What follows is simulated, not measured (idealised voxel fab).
process module | voxel transistor to metal
cross-section cut | 185 nm wide | cells 5 nm
A cross-section is a grid of square cells, given in bands from the top down. A band is one or more rows of cells.
Each band's line starts with the height of the band's top and of its bottom, in nm. Then come its materials from left to right, each with its width in nm. One material with "throughout" fills the band from edge to edge. "air" is empty space.
Height 0 is the level under which the wafer as received is all one material. The lowest band goes on downwards, as in "0 down".
A width such as "30 to 40" changes by the same amount from each row of cells to the next, from the band's top row to its bottom row.
"no change" after a step means that no cell of the cross-section changed.
closed voids: empty space of 8 cells or more with no open way to the top, each as width x height at its distance from the left edge, in nm
after a step's settings: what the simulator itself notes on the step
overlay nm, on a step with a mask: how far to the right of its planned place the mask lay; to the left if negative
plan
1 op RECEIVE | material Si
2 op OXIDIZE | depth nm 5
3 op CONFORMAL_DEP | material SiN | thk nm 15
4 op MASKED_ETCH | tone cover | mask id ACTIVE | width nm 110 | etch materials SiN | depth nm 15 | overlay nm 0
5 op MASKED_ETCH | tone cover | mask id ACTIVE | width nm 110 | etch materials SiO2 | depth nm 5 | overlay nm 0
6 op MASKED_ETCH | tone cover | mask id ACTIVE | width nm 110 | etch materials Si | depth nm 30 | overlay nm 0
7 op FILL_DEP | material SiO2 | thk nm 10
8 op CMP | height nm 15
9 op SELECTIVE_ETCH | etch materials SiO2 | depth nm 5
10 op STRIP | etch materials SiN
11 op SELECTIVE_ETCH | etch materials SiO2 | depth nm 5
12 op OXIDIZE | depth nm 5
13 op DIRECTIONAL_DEP | material polySi | thk nm 20
14 op DIRECTIONAL_DEP | material SiCN | thk nm 15
15 op MASKED_ETCH | tone cover | mask id GATE | width nm 20 | etch materials SiCN | depth nm 25 | overlay nm 0
16 op MASKED_ETCH | tone cover | mask id GATE | width nm 20 | etch materials polySi | depth nm 30 | overlay nm 0
17 op CONFORMAL_DEP | material SiN | thk nm 10
18 op DIRECTIONAL_ETCH | etch materials SiN | depth nm 10
19 op DIRECTIONAL_ETCH | etch materials SiO2 | depth nm 5
20 op DIRECTIONAL_ETCH | etch materials Si | depth nm 5
21 op EPI | material nSi | thk nm 5
22 op FILL_DEP | material SiO2 | thk nm 5
23 op CMP | height nm 30
24 op DIRECTIONAL_DEP | material SiO2 | thk nm 15
25 op DIRECTIONAL_DEP | material aC | thk nm 10
26 op PATTERN | tone open | mask id CONTACT | material resist | width nm 20 | pitch nm 80 | thk nm 30 | overlay nm 0
27 op DIRECTIONAL_ETCH | etch materials aC | depth nm 10
28 op STRIP | etch materials resist
29 op DIRECTIONAL_ETCH | etch materials SiO2 | depth nm 55
30 op STRIP | etch materials aC
31 op CONFORMAL_DEP | material TiN | thk nm 5
32 op FILL_DEP | material Ru | thk nm 10
33 op CMP | height nm 45
34 op CONFORMAL_DEP | material SiN | thk nm 5
35 op DIRECTIONAL_DEP | material SiO2 | thk nm 15
36 op MASKED_ETCH | tone open | mask id METAL_1 | width nm 20 | pitch nm 80 | etch materials SiO2 | depth nm 15 | overlay nm 0
37 op MASKED_ETCH | tone open | mask id METAL_1 | width nm 20 | pitch nm 80 | etch materials SiN | depth nm 5 | overlay nm 0
38 op CONFORMAL_DEP | material TiN | thk nm 5
39 op FILL_DEP | material Cu | thk nm 5
40 op CMP | height nm 65
41 op EPI | material Ru | thk nm 5
42 op FILL_DEP | material SiCN | thk nm 5
43 op DIRECTIONAL_DEP | material lowk | thk nm 30
44 op MASKED_ETCH | tone open | mask id METAL_2 | width nm 20 | pitch nm 80 | etch materials lowk | depth nm 15 | overlay nm 0
45 op PATTERN | tone open | mask id METAL_2_HOLES | material resist | width nm 15 | pitch nm 80 | thk nm 15 | overlay nm 0
46 op DIRECTIONAL_ETCH | etch materials lowk | depth nm 15
47 op DIRECTIONAL_ETCH | etch materials SiCN | depth nm 5
48 op STRIP | etch materials resist
49 op CONFORMAL_DEP | material TiN | thk nm 5
50 op FILL_DEP | material Cu | thk nm 10
51 op CMP | height nm 105
52 op CONFORMAL_DEP | material SiCN | thk nm 5
first wafer, as planned
as received, after step 1
  0 down: Si throughout
  closed voids: none
after step 2
  0 to -5: SiO2 throughout
  below -5: unchanged
after step 3
  15 to 0: SiN throughout
  below 0: unchanged
after step 4
  15 to 0: air 35 | SiN 110 | air 40
  below 0: unchanged
after step 5
  15 to 0: air 35 | SiN 110 | air 40
  0 to -5: air 35 | SiO2 110 | air 40
  below -5: unchanged
after step 6
  15 to 0: air 35 | SiN 110 | air 40
  0 to -5: air 35 | SiO2 110 | air 40
  -5 to -35: air 35 | Si 110 | air 40
  below -35: unchanged
after step 7
  25 to 15: SiO2 throughout
  15 to 0: SiO2 35 | SiN 110 | SiO2 40
  0 to -5: SiO2 throughout
  -5 to -35: SiO2 35 | Si 110 | SiO2 40
  below -35: unchanged
after step 8
  15 to 0: SiO2 35 | SiN 110 | SiO2 40
  below 0: unchanged
after step 9
  15 to 10: air 35 | SiN 110 | air 40
  below 10: unchanged
after step 10
  10 to 0: SiO2 35 | air 110 | SiO2 40
  below 0: unchanged
after step 11
  5 to -5: SiO2 30 | air 120 | SiO2 35
  below -5: unchanged
after step 12
  5 to -5: SiO2 30 | air 120 | SiO2 35
  -5 to -10: SiO2 throughout
  below -10: unchanged
after step 13
  25 to 15: polySi 30 | air 120 | polySi 35
  15 to 5: polySi throughout
  5 to -5: SiO2 30 | polySi 120 | SiO2 35
  below -5: unchanged
after step 14
  40 to 30: SiCN 30 | air 120 | SiCN 35
  30 to 25: SiCN throughout
  25 to 15: polySi 30 | SiCN 120 | polySi 35
  below 15: unchanged
after step 15
  30 to 25: air 80 | SiCN 20 | air 85
  25 to 15: polySi 30 | air 50 | SiCN 20 | air 50 | polySi 35
  below 15: unchanged
after step 16
  30 to 15: air 80 | SiCN 20 | air 85
  15 to 5: air 80 | polySi 20 | air 85
  5 to -5: SiO2 30 | air 50 | polySi 20 | air 50 | SiO2 35
  below -5: unchanged
after step 17
  40 to 30: air 70 | SiN 40 | air 75
  30 to 15: air 70 | SiN 10 | SiCN 20 | SiN 10 | air 75
  15 to 5: SiN 40 | air 30 | SiN 10 | polySi 20 | SiN 10 | air 30 | SiN 45
  5 to -5: SiO2 30 | SiN 50 | polySi 20 | SiN 50 | SiO2 35
  below -5: unchanged
after step 18
  30 to 15: air 70 | SiN 10 | SiCN 20 | SiN 10 | air 75
  15 to 5: air 70 | SiN 10 | polySi 20 | SiN 10 | air 75
  5 to -5: SiO2 30 | SiN 10 | air 30 | SiN 10 | polySi 20 | SiN 10 | air 30 | SiN 10 | SiO2 35
  below -5: unchanged
after step 19
  30 to 15: air 70 | SiN 10 | SiCN 20 | SiN 10 | air 75
  15 to 5: air 70 | SiN 10 | polySi 20 | SiN 10 | air 75
  5 to 0: air 30 | SiN 10 | air 30 | SiN 10 | polySi 20 | SiN 10 | air 30 | SiN 10 | air 35
  0 to -5: SiO2 30 | SiN 10 | air 30 | SiN 10 | polySi 20 | SiN 10 | air 30 | SiN 10 | SiO2 35
  -5 to -10: SiO2 40 | air 30 | SiO2 40 | air 30 | SiO2 45
  below -10: unchanged
after step 20
  30 to 15: air 70 | SiN 10 | SiCN 20 | SiN 10 | air 75
  15 to 5: air 70 | SiN 10 | polySi 20 | SiN 10 | air 75
  5 to 0: air 30 | SiN 10 | air 30 | SiN 10 | polySi 20 | SiN 10 | air 30 | SiN 10 | air 35
  0 to -5: SiO2 30 | SiN 10 | air 30 | SiN 10 | polySi 20 | SiN 10 | air 30 | SiN 10 | SiO2 35
  -5 to -10: SiO2 40 | air 30 | SiO2 40 | air 30 | SiO2 45
  -10 to -15: SiO2 35 | Si 5 | air 30 | Si 40 | air 30 | Si 5 | SiO2 40
  below -15: unchanged
after step 21
  30 to 15: air 70 | SiN 10 | SiCN 20 | SiN 10 | air 75
  15 to 5: air 70 | SiN 10 | polySi 20 | SiN 10 | air 75
  5 to 0: air 30 | SiN 10 | air 30 | SiN 10 | polySi 20 | SiN 10 | air 30 | SiN 10 | air 35
  0 to -5: SiO2 30 | SiN 10 | air 30 | SiN 10 | polySi 20 | SiN 10 | air 30 | SiN 10 | SiO2 35
  -5 to -10: SiO2 40 | nSi 5 | air 20 | nSi 5 | SiO2 40 | nSi 5 | air 20 | nSi 5 | SiO2 45
  -10 to -15: SiO2 35 | Si 5 | nSi 30 | Si 40 | nSi 30 | Si 5 | SiO2 40
  below -15: unchanged
after step 22
  35 to 30: SiO2 throughout
  30 to 15: SiO2 70 | SiN 10 | SiCN 20 | SiN 10 | SiO2 75
  15 to 5: SiO2 70 | SiN 10 | polySi 20 | SiN 10 | SiO2 75
  5 to -5: SiO2 30 | SiN 10 | SiO2 30 | SiN 10 | polySi 20 | SiN 10 | SiO2 30 | SiN 10 | SiO2 35
  -5 to -10: SiO2 40 | nSi 5 | SiO2 20 | nSi 5 | SiO2 40 | nSi 5 | SiO2 20 | nSi 5 | SiO2 45
  below -10: unchanged
after step 23
  30 to 15: SiO2 70 | SiN 10 | SiCN 20 | SiN 10 | SiO2 75
  below 15: unchanged
after step 24
  45 to 30: SiO2 throughout
  below 30: unchanged
after step 25
  55 to 45: aC throughout
  below 45: unchanged
after step 26
  85 to 55: resist 40 | air 20 | resist 60 | air 20 | resist 45
  below 55: unchanged
after step 27
  75 to 55: resist 40 | air 20 | resist 60 | air 20 | resist 45
  55 to 45: aC 40 | air 20 | aC 60 | air 20 | aC 45
  below 45: unchanged
after step 28
  55 to 45: aC 40 | air 20 | aC 60 | air 20 | aC 45
  below 45: unchanged
after step 29
  55 to 45: aC 40 | air 20 | aC 60 | air 20 | aC 45
  45 to 30: SiO2 40 | air 20 | SiO2 60 | air 20 | SiO2 45
  30 to 15: SiO2 40 | air 20 | SiO2 10 | SiN 10 | SiCN 20 | SiN 10 | SiO2 10 | air 20 | SiO2 45
  15 to 5: SiO2 40 | air 20 | SiO2 10 | SiN 10 | polySi 20 | SiN 10 | SiO2 10 | air 20 | SiO2 45
  5 to -5: SiO2 30 | SiN 10 | air 20 | SiO2 10 | SiN 10 | polySi 20 | SiN 10 | SiO2 10 | air 20 | SiN 10 | SiO2 35
  -5 to -10: SiO2 40 | nSi 5 | air 15 | SiO2 5 | nSi 5 | SiO2 40 | nSi 5 | SiO2 5 | air 15 | nSi 5 | SiO2 45
  below -10: unchanged
after step 30
  45 to 30: SiO2 40 | air 20 | SiO2 60 | air 20 | SiO2 45
  below 30: unchanged
after step 31
  50 to 45: TiN 45 | air 10 | TiN 70 | air 10 | TiN 50
  45 to 30: SiO2 40 | TiN 5 | air 10 | TiN 5 | SiO2 60 | TiN 5 | air 10 | TiN 5 | SiO2 45
  30 to 15: SiO2 40 | TiN 5 | air 10 | TiN 5 | SiO2 10 | SiN 10 | SiCN 20 | SiN 10 | SiO2 10 | TiN 5 | air 10 | TiN 5 | SiO2 45
  15 to 5: SiO2 40 | TiN 5 | air 10 | TiN 5 | SiO2 10 | SiN 10 | polySi 20 | SiN 10 | SiO2 10 | TiN 5 | air 10 | TiN 5 | SiO2 45
  5 to -5: SiO2 30 | SiN 10 | TiN 5 to 10 | air 10 to 5 | TiN 5 | SiO2 10 | SiN 10 | polySi 20 | SiN 10 | SiO2 10 | TiN 5 | air 10 to 5 | TiN 5 to 10 | SiN 10 | SiO2 35
  -5 to -10: SiO2 40 | nSi 5 | TiN 15 | SiO2 5 | nSi 5 | SiO2 40 | nSi 5 | SiO2 5 | TiN 15 | nSi 5 | SiO2 45
  below -10: unchanged
after step 32
  60 to 50: Ru throughout
  50 to 45: TiN 45 | Ru 10 | TiN 70 | Ru 10 | TiN 50
  45 to 30: SiO2 40 | TiN 5 | Ru 10 | TiN 5 | SiO2 60 | TiN 5 | Ru 10 | TiN 5 | SiO2 45
  30 to 15: SiO2 40 | TiN 5 | Ru 10 | TiN 5 | SiO2 10 | SiN 10 | SiCN 20 | SiN 10 | SiO2 10 | TiN 5 | Ru 10 | TiN 5 | SiO2 45
  15 to 5: SiO2 40 | TiN 5 | Ru 10 | TiN 5 | SiO2 10 | SiN 10 | polySi 20 | SiN 10 | SiO2 10 | TiN 5 | Ru 10 | TiN 5 | SiO2 45
  5 to -5: SiO2 30 | SiN 10 | TiN 5 to 10 | Ru 10 to 5 | TiN 5 | SiO2 10 | SiN 10 | polySi 20 | SiN 10 | SiO2 10 | TiN 5 | Ru 10 to 5 | TiN 5 to 10 | SiN 10 | SiO2 35
  below -5: unchanged
after step 33
  45 to 30: SiO2 40 | TiN 5 | Ru 10 | TiN 5 | SiO2 60 | TiN 5 | Ru 10 | TiN 5 | SiO2 45
  below 30: unchanged
after step 34
  50 to 45: SiN throughout
  below 45: unchanged
after step 35
  65 to 50: SiO2 throughout
  below 50: unchanged
after step 36
  65 to 50: SiO2 40 | air 20 | SiO2 60 | air 20 | SiO2 45
  below 50: unchanged
after step 37
  65 to 50: SiO2 40 | air 20 | SiO2 60 | air 20 | SiO2 45
  50 to 45: SiN 40 | air 20 | SiN 60 | air 20 | SiN 45
  below 45: unchanged
after step 38
  70 to 65: TiN 45 | air 10 | TiN 70 | air 10 | TiN 50
  65 to 50: SiO2 40 | TiN 5 | air 10 | TiN 5 | SiO2 60 | TiN 5 | air 10 | TiN 5 | SiO2 45
  50 to 45: SiN 40 | TiN 20 | SiN 60 | TiN 20 | SiN 45
  below 45: unchanged
after step 39
  75 to 70: Cu throughout
  70 to 65: TiN 45 | Cu 10 | TiN 70 | Cu 10 | TiN 50
  65 to 50: SiO2 40 | TiN 5 | Cu 10 | TiN 5 | SiO2 60 | TiN 5 | Cu 10 | TiN 5 | SiO2 45
  below 50: unchanged
after step 40
  65 to 50: SiO2 40 | TiN 5 | Cu 10 | TiN 5 | SiO2 60 | TiN 5 | Cu 10 | TiN 5 | SiO2 45
  below 50: unchanged
after step 41
  70 to 65: air 35 | Ru 30 | air 50 | Ru 30 | air 40
  below 65: unchanged
after step 42
  75 to 70: SiCN throughout
  70 to 65: SiCN 35 | Ru 30 | SiCN 50 | Ru 30 | SiCN 40
  below 65: unchanged
after step 43
  105 to 75: lowk throughout
  below 75: unchanged
after step 44
  105 to 90: lowk 40 | air 20 | lowk 60 | air 20 | lowk 45
  below 90: unchanged
after step 45
  120 to 105: resist 40 | air 15 | resist 65 | air 15 | resist 50
  105 to 90: lowk 40 | air 15 | resist 5 | lowk 60 | air 15 | resist 5 | lowk 45
  below 90: unchanged
after step 46
  120 to 105: resist 40 | air 15 | resist 65 | air 15 | resist 50
  105 to 90: lowk 40 | air 15 | resist 5 | lowk 60 | air 15 | resist 5 | lowk 45
  90 to 75: lowk 40 | air 15 | lowk 65 | air 15 | lowk 50
  below 75: unchanged
after step 47
  120 to 105: resist 40 | air 15 | resist 65 | air 15 | resist 50
  105 to 90: lowk 40 | air 15 | resist 5 | lowk 60 | air 15 | resist 5 | lowk 45
  90 to 75: lowk 40 | air 15 | lowk 65 | air 15 | lowk 50
  75 to 70: SiCN 40 | air 15 | SiCN 65 | air 15 | SiCN 50
  below 70: unchanged
after step 48
  105 to 90: lowk 40 | air 20 | lowk 60 | air 20 | lowk 45
  below 90: unchanged
after step 49
  110 to 105: TiN 45 | air 10 | TiN 70 | air 10 | TiN 50
  105 to 95: lowk 40 | TiN 5 | air 10 | TiN 5 | lowk 60 | TiN 5 | air 10 | TiN 5 | lowk 45
  95 to 90: lowk 40 | TiN 5 | air 5 | TiN 10 | lowk 60 | TiN 5 | air 5 | TiN 10 | lowk 45
  90 to 75: lowk 40 | TiN 5 | air 5 | TiN 5 | lowk 65 | TiN 5 | air 5 | TiN 5 | lowk 50
  75 to 70: SiCN 40 | TiN 15 | SiCN 65 | TiN 15 | SiCN 50
  below 70: unchanged
after step 50
  120 to 110: Cu throughout
  110 to 105: TiN 45 | Cu 10 | TiN 70 | Cu 10 | TiN 50
  105 to 95: lowk 40 | TiN 5 | Cu 10 | TiN 5 | lowk 60 | TiN 5 | Cu 10 | TiN 5 | lowk 45
  95 to 90: lowk 40 | TiN 5 | Cu 5 | TiN 10 | lowk 60 | TiN 5 | Cu 5 | TiN 10 | lowk 45
  90 to 75: lowk 40 | TiN 5 | Cu 5 | TiN 5 | lowk 65 | TiN 5 | Cu 5 | TiN 5 | lowk 50
  below 75: unchanged
after step 51
  105 to 95: lowk 40 | TiN 5 | Cu 10 | TiN 5 | lowk 60 | TiN 5 | Cu 10 | TiN 5 | lowk 45
  below 95: unchanged
after step 52
  110 to 105: SiCN throughout
  below 105: unchanged
second wafer: like start, like plan, one mistake. Through step 3 it matches the first wafer
when step 4 should have ended
  15 to 0: air 40 | SiN 105 | air 40
  below 0: unchanged
when step 5 should have ended
  15 to 0: air 40 | SiN 105 | air 40
  0 to -5: air 35 | SiO2 110 | air 40
  below -5: unchanged
when step 6 should have ended
  15 to 0: air 40 | SiN 105 | air 40
  0 to -5: air 35 | SiO2 110 | air 40
  -5 to -35: air 35 | Si 110 | air 40
  below -35: unchanged
when step 7 should have ended
  25 to 15: SiO2 throughout
  15 to 0: SiO2 40 | SiN 105 | SiO2 40
  0 to -5: SiO2 throughout
  -5 to -35: SiO2 35 | Si 110 | SiO2 40
  below -35: unchanged
when step 8 should have ended
  15 to 0: SiO2 40 | SiN 105 | SiO2 40
  below 0: unchanged
when step 9 should have ended
  15 to 10: air 40 | SiN 105 | air 40
  below 10: unchanged
when step 10 should have ended
  10 to 0: SiO2 40 | air 105 | SiO2 40
  below 0: unchanged
when step 11 should have ended
  5 to -5: SiO2 35 | air 115 | SiO2 35
  below -5: unchanged
when step 12 should have ended
  5 to -5: SiO2 35 | air 115 | SiO2 35
  -5 to -10: SiO2 throughout
  below -10: unchanged
when step 13 should have ended
  25 to 15: polySi 35 | air 115 | polySi 35
  15 to 5: polySi throughout
  5 to -5: SiO2 35 | polySi 115 | SiO2 35
  below -5: unchanged
when step 14 should have ended
  40 to 30: SiCN 35 | air 115 | SiCN 35
  30 to 25: SiCN throughout
  25 to 15: polySi 35 | SiCN 115 | polySi 35
  below 15: unchanged
when step 15 should have ended
  30 to 25: air 80 | SiCN 20 | air 85
  25 to 15: polySi 35 | air 45 | SiCN 20 | air 50 | polySi 35
  below 15: unchanged
when step 16 should have ended
  30 to 15: air 80 | SiCN 20 | air 85
  15 to 5: air 80 | polySi 20 | air 85
  5 to -5: SiO2 35 | air 45 | polySi 20 | air 50 | SiO2 35
  below -5: unchanged
when step 17 should have ended
  40 to 30: air 70 | SiN 40 | air 75
  30 to 15: air 70 | SiN 10 | SiCN 20 | SiN 10 | air 75
  15 to 5: SiN 45 | air 25 | SiN 10 | polySi 20 | SiN 10 | air 30 | SiN 45
  5 to -5: SiO2 35 | SiN 45 | polySi 20 | SiN 50 | SiO2 35
  below -5: unchanged
when step 18 should have ended
  30 to 15: air 70 | SiN 10 | SiCN 20 | SiN 10 | air 75
  15 to 5: air 70 | SiN 10 | polySi 20 | SiN 10 | air 75
  5 to -5: SiO2 35 | SiN 10 | air 25 | SiN 10 | polySi 20 | SiN 10 | air 30 | SiN 10 | SiO2 35
  below -5: unchanged
when step 19 should have ended
  30 to 15: air 70 | SiN 10 | SiCN 20 | SiN 10 | air 75
  15 to 5: air 70 | SiN 10 | polySi 20 | SiN 10 | air 75
  5 to 0: air 35 | SiN 10 | air 25 | SiN 10 | polySi 20 | SiN 10 | air 30 | SiN 10 | air 35
  0 to -5: SiO2 35 | SiN 10 | air 25 | SiN 10 | polySi 20 | SiN 10 | air 30 | SiN 10 | SiO2 35
  -5 to -10: SiO2 45 | air 25 | SiO2 40 | air 30 | SiO2 45
  below -10: unchanged
when step 20 should have ended
  30 to 15: air 70 | SiN 10 | SiCN 20 | SiN 10 | air 75
  15 to 5: air 70 | SiN 10 | polySi 20 | SiN 10 | air 75
  5 to 0: air 35 | SiN 10 | air 25 | SiN 10 | polySi 20 | SiN 10 | air 30 | SiN 10 | air 35
  0 to -5: SiO2 35 | SiN 10 | air 25 | SiN 10 | polySi 20 | SiN 10 | air 30 | SiN 10 | SiO2 35
  -5 to -10: SiO2 45 | air 25 | SiO2 40 | air 30 | SiO2 45
  -10 to -15: SiO2 35 | Si 10 | air 25 | Si 40 | air 30 | Si 5 | SiO2 40
  below -15: unchanged
when step 21 should have ended
  30 to 15: air 70 | SiN 10 | SiCN 20 | SiN 10 | air 75
  15 to 5: air 70 | SiN 10 | polySi 20 | SiN 10 | air 75
  5 to 0: air 35 | SiN 10 | air 25 | SiN 10 | polySi 20 | SiN 10 | air 30 | SiN 10 | air 35
  0 to -5: SiO2 35 | SiN 10 | air 25 | SiN 10 | polySi 20 | SiN 10 | air 30 | SiN 10 | SiO2 35
  -5 to -10: SiO2 45 | nSi 5 | air 15 | nSi 5 | SiO2 40 | nSi 5 | air 20 | nSi 5 | SiO2 45
  -10 to -15: SiO2 35 | Si 10 | nSi 25 | Si 40 | nSi 30 | Si 5 | SiO2 40
  below -15: unchanged
when step 22 should have ended
  35 to 30: SiO2 throughout
  30 to 15: SiO2 70 | SiN 10 | SiCN 20 | SiN 10 | SiO2 75
  15 to 5: SiO2 70 | SiN 10 | polySi 20 | SiN 10 | SiO2 75
  5 to -5: SiO2 35 | SiN 10 | SiO2 25 | SiN 10 | polySi 20 | SiN 10 | SiO2 30 | SiN 10 | SiO2 35
  -5 to -10: SiO2 45 | nSi 5 | SiO2 15 | nSi 5 | SiO2 40 | nSi 5 | SiO2 20 | nSi 5 | SiO2 45
  below -10: unchanged
when step 23 should have ended
  30 to 15: SiO2 70 | SiN 10 | SiCN 20 | SiN 10 | SiO2 75
  below 15: unchanged
when step 24 should have ended
  45 to 30: SiO2 throughout
  below 30: unchanged
when step 25 should have ended
  55 to 45: aC throughout
  below 45: unchanged
when step 26 should have ended
  85 to 55: resist 40 | air 20 | resist 60 | air 20 | resist 45
  below 55: unchanged
when step 27 should have ended
  75 to 55: resist 40 | air 20 | resist 60 | air 20 | resist 45
  55 to 45: aC 40 | air 20 | aC 60 | air 20 | aC 45
  below 45: unchanged
when step 28 should have ended
  55 to 45: aC 40 | air 20 | aC 60 | air 20 | aC 45
  below 45: unchanged
when step 29 should have ended
  55 to 45: aC 40 | air 20 | aC 60 | air 20 | aC 45
  45 to 30: SiO2 40 | air 20 | SiO2 60 | air 20 | SiO2 45
  30 to 15: SiO2 40 | air 20 | SiO2 10 | SiN 10 | SiCN 20 | SiN 10 | SiO2 10 | air 20 | SiO2 45
  15 to 5: SiO2 40 | air 20 | SiO2 10 | SiN 10 | polySi 20 | SiN 10 | SiO2 10 | air 20 | SiO2 45
  5 to -5: SiO2 35 | SiN 10 | air 15 | SiO2 10 | SiN 10 | polySi 20 | SiN 10 | SiO2 10 | air 20 | SiN 10 | SiO2 35
  -5 to -10: SiO2 45 | nSi 5 | air 10 | SiO2 5 | nSi 5 | SiO2 40 | nSi 5 | SiO2 5 | air 15 | nSi 5 | SiO2 45
  below -10: unchanged
when step 30 should have ended
  45 to 30: SiO2 40 | air 20 | SiO2 60 | air 20 | SiO2 45
  below 30: unchanged
when step 31 should have ended
  50 to 45: TiN 45 | air 10 | TiN 70 | air 10 | TiN 50
  45 to 30: SiO2 40 | TiN 5 | air 10 | TiN 5 | SiO2 60 | TiN 5 | air 10 | TiN 5 | SiO2 45
  30 to 15: SiO2 40 | TiN 5 | air 10 | TiN 5 | SiO2 10 | SiN 10 | SiCN 20 | SiN 10 | SiO2 10 | TiN 5 | air 10 | TiN 5 | SiO2 45
  15 to 5: SiO2 40 | TiN 5 to 10 | air 10 to 5 | TiN 5 | SiO2 10 | SiN 10 | polySi 20 | SiN 10 | SiO2 10 | TiN 5 | air 10 | TiN 5 | SiO2 45
  5 to 0: SiO2 35 | SiN 10 | TiN 5 | air 5 | TiN 5 | SiO2 10 | SiN 10 | polySi 20 | SiN 10 | SiO2 10 | TiN 5 | air 10 | TiN 5 | SiN 10 | SiO2 35
  0 to -5: SiO2 35 | SiN 10 | TiN 15 | SiO2 10 | SiN 10 | polySi 20 | SiN 10 | SiO2 10 | TiN 5 | air 5 | TiN 10 | SiN 10 | SiO2 35
  -5 to -10: SiO2 45 | nSi 5 | TiN 10 | SiO2 5 | nSi 5 | SiO2 40 | nSi 5 | SiO2 5 | TiN 15 | nSi 5 | SiO2 45
  below -10: unchanged
when step 32 should have ended
  60 to 50: Ru throughout
  50 to 45: TiN 45 | Ru 10 | TiN 70 | Ru 10 | TiN 50
  45 to 30: SiO2 40 | TiN 5 | Ru 10 | TiN 5 | SiO2 60 | TiN 5 | Ru 10 | TiN 5 | SiO2 45
  30 to 15: SiO2 40 | TiN 5 | Ru 10 | TiN 5 | SiO2 10 | SiN 10 | SiCN 20 | SiN 10 | SiO2 10 | TiN 5 | Ru 10 | TiN 5 | SiO2 45
  15 to 5: SiO2 40 | TiN 5 to 10 | Ru 10 to 5 | TiN 5 | SiO2 10 | SiN 10 | polySi 20 | SiN 10 | SiO2 10 | TiN 5 | Ru 10 | TiN 5 | SiO2 45
  5 to 0: SiO2 35 | SiN 10 | TiN 5 | Ru 5 | TiN 5 | SiO2 10 | SiN 10 | polySi 20 | SiN 10 | SiO2 10 | TiN 5 | Ru 10 | TiN 5 | SiN 10 | SiO2 35
  0 to -5: SiO2 35 | SiN 10 | TiN 15 | SiO2 10 | SiN 10 | polySi 20 | SiN 10 | SiO2 10 | TiN 5 | Ru 5 | TiN 10 | SiN 10 | SiO2 35
  below -5: unchanged
when step 33 should have ended
  45 to 30: SiO2 40 | TiN 5 | Ru 10 | TiN 5 | SiO2 60 | TiN 5 | Ru 10 | TiN 5 | SiO2 45
  below 30: unchanged
when step 34 should have ended
  50 to 45: SiN throughout
  below 45: unchanged
when step 35 should have ended
  65 to 50: SiO2 throughout
  below 50: unchanged
when step 36 should have ended
  65 to 50: SiO2 40 | air 20 | SiO2 60 | air 20 | SiO2 45
  below 50: unchanged
when step 37 should have ended
  65 to 50: SiO2 40 | air 20 | SiO2 60 | air 20 | SiO2 45
  50 to 45: SiN 40 | air 20 | SiN 60 | air 20 | SiN 45
  below 45: unchanged
when step 38 should have ended
  70 to 65: TiN 45 | air 10 | TiN 70 | air 10 | TiN 50
  65 to 50: SiO2 40 | TiN 5 | air 10 | TiN 5 | SiO2 60 | TiN 5 | air 10 | TiN 5 | SiO2 45
  50 to 45: SiN 40 | TiN 20 | SiN 60 | TiN 20 | SiN 45
  below 45: unchanged
when step 39 should have ended
  75 to 70: Cu throughout
  70 to 65: TiN 45 | Cu 10 | TiN 70 | Cu 10 | TiN 50
  65 to 50: SiO2 40 | TiN 5 | Cu 10 | TiN 5 | SiO2 60 | TiN 5 | Cu 10 | TiN 5 | SiO2 45
  below 50: unchanged
when step 40 should have ended
  65 to 50: SiO2 40 | TiN 5 | Cu 10 | TiN 5 | SiO2 60 | TiN 5 | Cu 10 | TiN 5 | SiO2 45
  below 50: unchanged
when step 41 should have ended
  70 to 65: air 35 | Ru 30 | air 50 | Ru 30 | air 40
  below 65: unchanged
when step 42 should have ended
  75 to 70: SiCN throughout
  70 to 65: SiCN 35 | Ru 30 | SiCN 50 | Ru 30 | SiCN 40
  below 65: unchanged
when step 43 should have ended
  105 to 75: lowk throughout
  below 75: unchanged
when step 44 should have ended
  105 to 90: lowk 40 | air 20 | lowk 60 | air 20 | lowk 45
  below 90: unchanged
when step 45 should have ended
  120 to 105: resist 40 | air 15 | resist 65 | air 15 | resist 50
  105 to 90: lowk 40 | air 15 | resist 5 | lowk 60 | air 15 | resist 5 | lowk 45
  below 90: unchanged
when step 46 should have ended
  120 to 105: resist 40 | air 15 | resist 65 | air 15 | resist 50
  105 to 90: lowk 40 | air 15 | resist 5 | lowk 60 | air 15 | resist 5 | lowk 45
  90 to 75: lowk 40 | air 15 | lowk 65 | air 15 | lowk 50
  below 75: unchanged
when step 47 should have ended
  120 to 105: resist 40 | air 15 | resist 65 | air 15 | resist 50
  105 to 90: lowk 40 | air 15 | resist 5 | lowk 60 | air 15 | resist 5 | lowk 45
  90 to 75: lowk 40 | air 15 | lowk 65 | air 15 | lowk 50
  75 to 70: SiCN 40 | air 15 | SiCN 65 | air 15 | SiCN 50
  below 70: unchanged
when step 48 should have ended
  105 to 90: lowk 40 | air 20 | lowk 60 | air 20 | lowk 45
  below 90: unchanged
when step 49 should have ended
  110 to 105: TiN 45 | air 10 | TiN 70 | air 10 | TiN 50
  105 to 95: lowk 40 | TiN 5 | air 10 | TiN 5 | lowk 60 | TiN 5 | air 10 | TiN 5 | lowk 45
  95 to 90: lowk 40 | TiN 5 | air 5 | TiN 10 | lowk 60 | TiN 5 | air 5 | TiN 10 | lowk 45
  90 to 75: lowk 40 | TiN 5 | air 5 | TiN 5 | lowk 65 | TiN 5 | air 5 | TiN 5 | lowk 50
  75 to 70: SiCN 40 | TiN 15 | SiCN 65 | TiN 15 | SiCN 50
  below 70: unchanged
when step 50 should have ended
  120 to 110: Cu throughout
  110 to 105: TiN 45 | Cu 10 | TiN 70 | Cu 10 | TiN 50
  105 to 95: lowk 40 | TiN 5 | Cu 10 | TiN 5 | lowk 60 | TiN 5 | Cu 10 | TiN 5 | lowk 45
  95 to 90: lowk 40 | TiN 5 | Cu 5 | TiN 10 | lowk 60 | TiN 5 | Cu 5 | TiN 10 | lowk 45
  90 to 75: lowk 40 | TiN 5 | Cu 5 | TiN 5 | lowk 65 | TiN 5 | Cu 5 | TiN 5 | lowk 50
  below 75: unchanged
when step 51 should have ended
  105 to 95: lowk 40 | TiN 5 | Cu 10 | TiN 5 | lowk 60 | TiN 5 | Cu 10 | TiN 5 | lowk 45
  below 95: unchanged
when step 52 should have ended
  110 to 105: SiCN throughout
  below 105: unchanged
what went wrong: step 4 ran as: op MASKED_ETCH | tone cover | mask id ACTIVE | width nm 105 | etch materials SiN | depth nm 15 | overlay nm 0
at the end the second wafer has, in cells: 3 fewer of Ru | 1 more of Si | 3 more of SiO2 | 1 fewer of nSi
